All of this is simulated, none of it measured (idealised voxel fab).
process module | voxel capacitor over wiring
cross-section cut | 275 nm wide | cells 5 nm
A cross-section is a grid of square cells, given in bands from the top down. A band is one or more rows of cells.
Each band's line starts with the height of the band's top and of its bottom, in nm. Then come its materials from left to right, each with its width in nm. One material with "throughout" fills the band from edge to edge. "air" is empty space.
Height 0 is the level under which the wafer as received is all one material. The lowest band goes on downwards, as in "0 down".
A width such as "30 to 40" changes by the same amount from each row of cells to the next, from the band's top row to its bottom row.
"no change" after a step means that no cell of the cross-section changed.
closed voids: empty space of 8 cells or more with no open way to the top, each as width x height at its distance from the left edge, in nm
after a step's settings: what the simulator itself notes on the step
overlay nm, on a step with a mask: how far to the right of its planned place the mask lay; to the left if negative
plan
1 op RECEIVE | material Si
2 op CONFORMAL_DEP | material SiO2 | thk nm 10
3 op CONFORMAL_DEP | material SiCN | thk nm 5
4 op DIRECTIONAL_DEP | material lowk | thk nm 20
5 op DIRECTIONAL_DEP | material aC | thk nm 15
6 op PATTERN | tone open | mask id METAL_1 | material resist | width nm 20 | pitch nm 75 | thk nm 30 | overlay nm 0
7 op DIRECTIONAL_ETCH | etch materials aC | depth nm 15
8 op STRIP | etch materials resist
9 op DIRECTIONAL_ETCH | etch materials lowk | depth nm 20
10 op DIRECTIONAL_ETCH | etch materials SiCN | depth nm 5
11 op STRIP | etch materials aC
12 op CONFORMAL_DEP | material TiN | thk nm 5
13 op FILL_DEP | material Cu | thk nm 10
14 op CMP | height nm 35
15 op CONFORMAL_DEP | material SiCN | thk nm 5
16 op DIRECTIONAL_DEP | material SiO2 | thk nm 10
17 op DIRECTIONAL_DEP | material aC | thk nm 10
18 op PATTERN | tone open | mask id PLUG_1 | material resist | width nm 15 | thk nm 25 | overlay nm 0
19 op DIRECTIONAL_ETCH | etch materials aC | depth nm 10
20 op STRIP | etch materials resist
21 op DIRECTIONAL_ETCH | etch materials SiO2 | depth nm 10
22 op DIRECTIONAL_ETCH | etch materials SiCN | depth nm 5
23 op STRIP | etch materials aC
24 op EPI | material Ru | thk nm 10
25 op EPI | material Ru | thk nm 5
26 op DIRECTIONAL_DEP | material TiN | thk nm 10
27 op DIRECTIONAL_DEP | material SiN | thk nm 5
28 op DIRECTIONAL_DEP | material TiN | thk nm 5
29 op PATTERN | tone cover | mask id UPPER_PLATE | material resist | width nm 60 | thk nm 20 | overlay nm 0
30 op DIRECTIONAL_ETCH | etch materials TiN | depth nm 5
31 op DIRECTIONAL_ETCH | etch materials SiN | depth nm 5
32 op STRIP | etch materials resist
33 op MASKED_ETCH | tone cover | mask id LOWER_PLATE | width nm 70 | etch materials TiN | depth nm 10 | overlay nm 0
34 op FILL_DEP | material SiO2 | thk nm 15
35 op CMP | height nm 80
36 op MASKED_ETCH | tone open | mask id PLUG_2 | width nm 15 | etch materials SiO2 | depth nm 10 | overlay nm 0
37 op CONFORMAL_DEP | material TiN | thk nm 5
38 op FILL_DEP | material W | thk nm 10
39 op CMP | height nm 80
40 op CONFORMAL_DEP | material SiCN | thk nm 5
as received, after step 1
  0 down: Si throughout
  closed voids: none
a wafer at the end: this start, this plan, one mistake
  85 to 80: SiCN throughout
  80 to 75: SiO2 105 | TiN 5 | W 5 | TiN 5 | SiO2 155
  75 to 65: SiO2 105 to 95 | TiN 15 to 60 | SiO2 155 to 120
  65 to 60: SiO2 throughout
  60 to 50: TiN throughout
  50 to 40: SiO2 95 | Ru 15 | SiO2 165
  40 to 35: SiCN 95 | Ru 15 | SiCN 165
  35 to 15: lowk 90 | TiN 5 | Cu 10 | TiN 5 | lowk 55 | TiN 5 | Cu 10 | TiN 5 | lowk 90
  15 to 10: SiCN 90 | TiN 20 | SiCN 55 | TiN 20 | SiCN 90
  10 to 0: SiO2 throughout
  0 down: Si throughout
  closed voids: none
what went wrong: step 27 ran as: op DIRECTIONAL_DEP | material SiO2 | thk nm 5
